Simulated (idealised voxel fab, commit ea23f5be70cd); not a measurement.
Process module in this document: voxel gate over fins
The cross-section on display is named cut; it measures 280 nm wide, and its cells are 5 nm squares.
Just so we're on the same page, the cross-sections are grids of square cells, and they're listed out in bands top to bottom, each band one or more rows deep.
Band: top and bottom heights (nm) first, top before bottom; then materials from left to right, widths in nm. "edge to edge" marks a sole material filling the band edge to edge. "empty" denotes empty space.
Height 0 is the level under which the wafer as received is all one material. The lowest band goes on downwards, as in "0 and below".
Read "30->40" as a graded width: first number on top, second number at the bottom, same change between each pair of neighbouring rows.
"nothing got changed", as given for a step, is the statement that not any cell of the cross-section underwent a change during that step.
So "Closed void listing" is basically the list of trapped voids: any empty space of 8 cells or more that can't reach the top through an opening. They're written width x height at distance, the distance being from the left edge, and it's all nm.
Anything after a step's settings on that line? It's the simulator's own note about the step.
overlay nm: mask right of planned place by this much (step with mask). Neg. = left.
[plan]
1. RECEIVE [material Si]
2. CONFORMAL_DEP [material SiN] [thk nm 10]
3. MASKED_ETCH [tone cover] [mask id FINS] [width nm 15] [pitch nm 55] [etch materials SiN] [depth nm 10] [overlay nm 0]
4. MASKED_ETCH [tone cover] [mask id FINS] [width nm 15] [pitch nm 55] [etch materials Si] [depth nm 40] [overlay nm 0]
5. FILL_DEP [material SiO2] [thk nm 15]
6. CMP [height nm 10]
7. DIRECTIONAL_DEP [material aC] [thk nm 10]
8. PATTERN [tone open] [mask id RAIL] [material resist] [width nm 15] [thk nm 25] [overlay nm 0]
9. DIRECTIONAL_ETCH [etch materials aC] [depth nm 10]
10. STRIP [etch materials resist]
11. DIRECTIONAL_ETCH [etch materials SiO2] [depth nm 45]
12. STRIP [etch materials aC]
13. CONFORMAL_DEP [material TiN] [thk nm 5]
14. FILL_DEP [material Ru] [thk nm 5]
15. CMP [height nm 10]
16. SELECTIVE_ETCH [etch materials W Ru TiN] [depth nm 30]
17. FILL_DEP [material SiO2] [thk nm 5]
18. CMP [height nm 10]
19. SELECTIVE_ETCH [etch materials SiO2] [depth nm 25]
20. STRIP [etch materials SiN]
21. CONFORMAL_DEP [material HfO2] [thk nm 5]
22. CONFORMAL_DEP [material TiN] [thk nm 5]
23. CONFORMAL_DEP [material TiAl] [thk nm 5]
24. CONFORMAL_DEP [material TiN] [thk nm 5]
25. FILL_DEP [material W] [thk nm 15]
26. CMP [height nm 30]
27. CONFORMAL_DEP [material SiN] [thk nm 10]
[So this is the incoming wafer in cross-section - it's already been through step 1]
> 0 and below: Si edge to edge
> Closed void listing: none
[The following cross-section depicts the wafer upon conclusion of the module. Processing commenced from the starting condition illustrated above and adhered to the plan illustrated above, save for one mistake in execution]
> 40 down to 30: SiN edge to edge
> 30 down to 20: W edge to edge
> 20 down to 15: 30 W  220 TiN  30 W
> 15 down to 10: 35 TiN  45 TiAl  10 TiN  45 TiAl  10 TiN  45 TiAl  10 TiN  45 TiAl  35 TiN
> 10 down to 5: 40 TiAl  35 TiN  20 TiAl  35 TiN  20 TiAl  35 TiN  20 TiAl  35 TiN  40 TiAl
> 5 down to 0: 45 TiN  25 HfO2  30 TiN  25 HfO2  30 TiN  25 HfO2  30 TiN  25 HfO2  45 TiN
> 0 down to -5: 50 HfO2  15 Si  40 HfO2  15 Si  40 HfO2  15 Si  40 HfO2  15 Si  50 HfO2
> -5 down to -20: 50 SiO2  15 Si  40 SiO2  15 Si  40 SiO2  15 Si  40 SiO2  15 Si  50 SiO2
> -20 down to -30: 50 SiO2  15 Si  10 SiO2  5 TiN  5 Ru  5 TiN  15 SiO2  15 Si  40 SiO2  15 Si  40 SiO2  15 Si  50 SiO2
> -30 down to -35: 50 SiO2  15 Si  10 SiO2  15 TiN  15 SiO2  15 Si  40 SiO2  15 Si  40 SiO2  15 Si  50 SiO2
> -35 down to -40: 50 SiO2  15 Si  40 SiO2  15 Si  40 SiO2  15 Si  40 SiO2  15 Si  50 SiO2
> -40 and below: Si edge to edge
> Closed void listing: none
Deviation noted in wafer processing: step 19 changed vs plan, executed as SELECTIVE_ETCH [etch materials SiO2] [depth nm 15]
